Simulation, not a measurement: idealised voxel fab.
Presented below is a process module, voxel trench capacitor.
Each square cell in cross-section cut measures 5 nm, and the section as a whole is 225 nm wide.
The cross-sections in this document take the form of a grid made of square cells. They are written out as bands, in order from top to bottom. Each band consists of one or more rows of cells.
A band entry consists of two parts. The first gives the height of the band's top and the height of its bottom, in nm. The rest lists the band's materials from left to right, each with its width in nm. A single material labelled with the word "throughout" fills the band from edge to edge, and the word "air" marks empty space.
We count height from 0. Below that, the starting wafer is all one material. The lowest band never ends at the bottom but goes on down; see "top 0, no bottom" for how that is written.
Top row gets the first number, bottom row gets the second, and each row in between changes by the same step: that is how a band width like "30 to 40" works.
A step reported as "no alteration" is a step in which no cell of the cross-section changed.
The label "Completely sealed voids" introduces a list of the empty spaces, 8 cells or larger, that have no open way up to the top; each entry in it reads width x height at distance, where the distance is taken from the left edge and all three are stated in nm.
Step line, after settings: the simulator's comment on this step.
overlay nm: right-of-plan distance of the mask on a masked step; negative values mean left-of-plan.
Steps planned for the process
1) RECEIVE | material Si
2) CONFORMAL_DEP | material SiN | thk nm 10
3) DIRECTIONAL_DEP | material aC | thk nm 15
4) PATTERN | tone open | mask id TRENCH | material resist | width nm 25 | pitch nm 50 | thk nm 30 | overlay nm 0
5) DIRECTIONAL_ETCH | etch materials aC | depth nm 15
6) STRIP | etch materials resist
7) DIRECTIONAL_ETCH | etch materials SiN | depth nm 10
8) DIRECTIONAL_ETCH | etch materials Si | depth nm 25
9) STRIP | etch materials aC
10) CONFORMAL_DEP | material HfO2 | thk nm 5
11) CONFORMAL_DEP | material TiN | thk nm 5
12) FILL_DEP | material W | thk nm 5
13) CMP | height nm 10
Cross-section, incoming material, after step 1
- top 0, no bottom | Si throughout
- Completely sealed voids: none
Figure: cross-sectional view of the wafer upon completion of the module, processed from the initial state and according to the plan depicted above, with one error introduced during execution
- top 25, bottom 20 | W throughout
- top 20, bottom 15 | 35 TiN; 5 W; 45 TiN; 5 W; 45 TiN; 5 W; 45 TiN; 5 W; 35 TiN
- top 15, bottom 10 | 30 HfO2; 5 TiN; 5 W; 5 TiN; 35 HfO2; 5 TiN; 5 W; 5 TiN; 35 HfO2; 5 TiN; 5 W; 5 TiN; 35 HfO2; 5 TiN; 5 W; 5 TiN; 30 HfO2
- top 10, bottom 0 | 25 SiN; 5 HfO2; 5 TiN; 5 W; 5 TiN; 5 HfO2; 25 SiN; 5 HfO2; 5 TiN; 5 W; 5 TiN; 5 HfO2; 25 SiN; 5 HfO2; 5 TiN; 5 W; 5 TiN; 5 HfO2; 25 SiN; 5 HfO2; 5 TiN; 5 W; 5 TiN; 5 HfO2; 25 SiN
- top 0, bottom -15 | 25 Si; 5 HfO2; 5 TiN; 5 W; 5 TiN; 5 HfO2; 25 Si; 5 HfO2; 5 TiN; 5 W; 5 TiN; 5 HfO2; 25 Si; 5 HfO2; 5 TiN; 5 W; 5 TiN; 5 HfO2; 25 Si; 5 HfO2; 5 TiN; 5 W; 5 TiN; 5 HfO2; 25 Si
- top -15, bottom -20 | 25 Si; 5 HfO2; 15 TiN; 5 HfO2; 25 Si; 5 HfO2; 15 TiN; 5 HfO2; 25 Si; 5 HfO2; 15 TiN; 5 HfO2; 25 Si; 5 HfO2; 15 TiN; 5 HfO2; 25 Si
- top -20, bottom -25 | 25 Si; 25 HfO2; 25 Si; 25 HfO2; 25 Si; 25 HfO2; 25 Si; 25 HfO2; 25 Si
- top -25, no bottom | Si throughout
- Completely sealed voids: none
Short version of what went wrong: with respect to the plan, step 13 was omitted and not executed
